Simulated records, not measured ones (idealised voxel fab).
process module | voxel ribs on slabs
cross-section cut | 170 nm wide | cells 5 nm
A cross-section is a grid of square cells, given in bands from the top down. A band is one or more rows of cells.
Each band's line starts with the height of the band's top and of its bottom, in nm. Then come its materials from left to right, each with its width in nm. One material with "throughout" fills the band from edge to edge. "air" is empty space.
Height 0 is the level under which the wafer as received is all one material. The lowest band goes on downwards, as in "0 down".
A width such as "30 to 40" changes by the same amount from each row of cells to the next, from the band's top row to its bottom row.
"no change" after a step means that no cell of the cross-section changed.
closed voids: empty space of 8 cells or more with no open way to the top, each as width x height at its distance from the left edge, in nm
after a step's settings: what the simulator itself notes on the step
overlay nm, on a step with a mask: how far to the right of its planned place the mask lay; to the left if negative
plan
1 op RECEIVE | material Si
2 op DIRECTIONAL_DEP | material SiO2 | thk nm 30
3 op DIRECTIONAL_DEP | material polySi | thk nm 25
4 op DIRECTIONAL_DEP | material aC | thk nm 10
5 op PATTERN | tone cover | mask id RIB | material resist | width nm 25 | thk nm 30 | overlay nm 0
6 op DIRECTIONAL_ETCH | etch materials aC | depth nm 10
7 op STRIP | etch materials resist
8 op DIRECTIONAL_ETCH | etch materials polySi | depth nm 10
9 op STRIP | etch materials aC
10 op MASKED_ETCH | tone cover | mask id SLAB | width nm 55 | etch materials polySi | depth nm 15 | overlay nm 0
11 op FILL_DEP | material SiO2 | thk nm 25
12 op CMP | height nm 75
13 op DIRECTIONAL_DEP | material W | thk nm 10
14 op DIRECTIONAL_DEP | material aC | thk nm 15
15 op PATTERN | tone cover | mask id HEATER | material resist | width nm 35 | thk nm 30 | overlay nm 0
16 op DIRECTIONAL_ETCH | etch materials aC | depth nm 15
17 op STRIP | etch materials resist
18 op DIRECTIONAL_ETCH | etch materials W | depth nm 10
19 op STRIP | etch materials aC
20 op CONFORMAL_DEP | material SiO2 | thk nm 5
first wafer, as planned
as received, after step 1
  0 down: Si throughout
  closed voids: none
after step 2
  30 to 0: SiO2 throughout
  below 0: unchanged
after step 3
  55 to 30: polySi throughout
  below 30: unchanged
after step 4
  65 to 55: aC throughout
  below 55: unchanged
after step 5
  95 to 65: air 70 | resist 25 | air 75
  below 65: unchanged
after step 6
  85 to 65: air 70 | resist 25 | air 75
  65 to 55: air 70 | aC 25 | air 75
  below 55: unchanged
after step 7
  65 to 55: air 70 | aC 25 | air 75
  below 55: unchanged
after step 8
  65 to 55: air 70 | aC 25 | air 75
  55 to 45: air 70 | polySi 25 | air 75
  below 45: unchanged
after step 9
  55 to 45: air 70 | polySi 25 | air 75
  below 45: unchanged
after step 10
  55 to 45: air 70 | polySi 25 | air 75
  45 to 30: air 55 | polySi 55 | air 60
  below 30: unchanged
after step 11
  80 to 55: SiO2 throughout
  55 to 45: SiO2 70 | polySi 25 | SiO2 75
  45 to 30: SiO2 55 | polySi 55 | SiO2 60
  below 30: unchanged
after step 12
  75 to 55: SiO2 throughout
  below 55: unchanged
after step 13
  85 to 75: W throughout
  below 75: unchanged
after step 14
  100 to 85: aC throughout
  below 85: unchanged
after step 15
  130 to 100: air 65 | resist 35 | air 70
  below 100: unchanged
after step 16
  115 to 100: air 65 | resist 35 | air 70
  100 to 85: air 65 | aC 35 | air 70
  below 85: unchanged
after step 17
  100 to 85: air 65 | aC 35 | air 70
  below 85: unchanged
after step 18
  100 to 85: air 65 | aC 35 | air 70
  85 to 75: air 65 | W 35 | air 70
  below 75: unchanged
after step 19
  85 to 75: air 65 | W 35 | air 70
  below 75: unchanged
after step 20
  90 to 85: air 60 | SiO2 45 | air 65
  85 to 80: air 60 | SiO2 5 | W 35 | SiO2 5 | air 65
  80 to 75: SiO2 65 | W 35 | SiO2 70
  below 75: unchanged
second wafer: like start, like plan, one mistake. Through step 9 it matches the first wafer
when step 10 should have ended
  55 to 45: air 70 | polySi 25 | air 75
  45 to 30: air 60 | polySi 45 | air 65
  below 30: unchanged
when step 11 should have ended
  80 to 55: SiO2 throughout
  55 to 45: SiO2 70 | polySi 25 | SiO2 75
  45 to 30: SiO2 60 | polySi 45 | SiO2 65
  below 30: unchanged
when step 12 should have ended
  75 to 55: SiO2 throughout
  below 55: unchanged
when step 13 should have ended
  85 to 75: W throughout
  below 75: unchanged
when step 14 should have ended
  100 to 85: aC throughout
  below 85: unchanged
when step 15 should have ended
  130 to 100: air 65 | resist 35 | air 70
  below 100: unchanged
when step 16 should have ended
  115 to 100: air 65 | resist 35 | air 70
  100 to 85: air 65 | aC 35 | air 70
  below 85: unchanged
when step 17 should have ended
  100 to 85: air 65 | aC 35 | air 70
  below 85: unchanged
when step 18 should have ended
  100 to 85: air 65 | aC 35 | air 70
  85 to 75: air 65 | W 35 | air 70
  below 75: unchanged
when step 19 should have ended
  85 to 75: air 65 | W 35 | air 70
  below 75: unchanged
when step 20 should have ended
  90 to 85: air 60 | SiO2 45 | air 65
  85 to 80: air 60 | SiO2 5 | W 35 | SiO2 5 | air 65
  80 to 75: SiO2 65 | W 35 | SiO2 70
  below 75: unchanged
what went wrong: step 10 ran as: op MASKED_ETCH | tone cover | mask id SLAB | width nm 45 | etch materials polySi | depth nm 15 | overlay nm 0
at the end the second wafer has, in cells: 6 more of SiO2 | 6 fewer of polySi
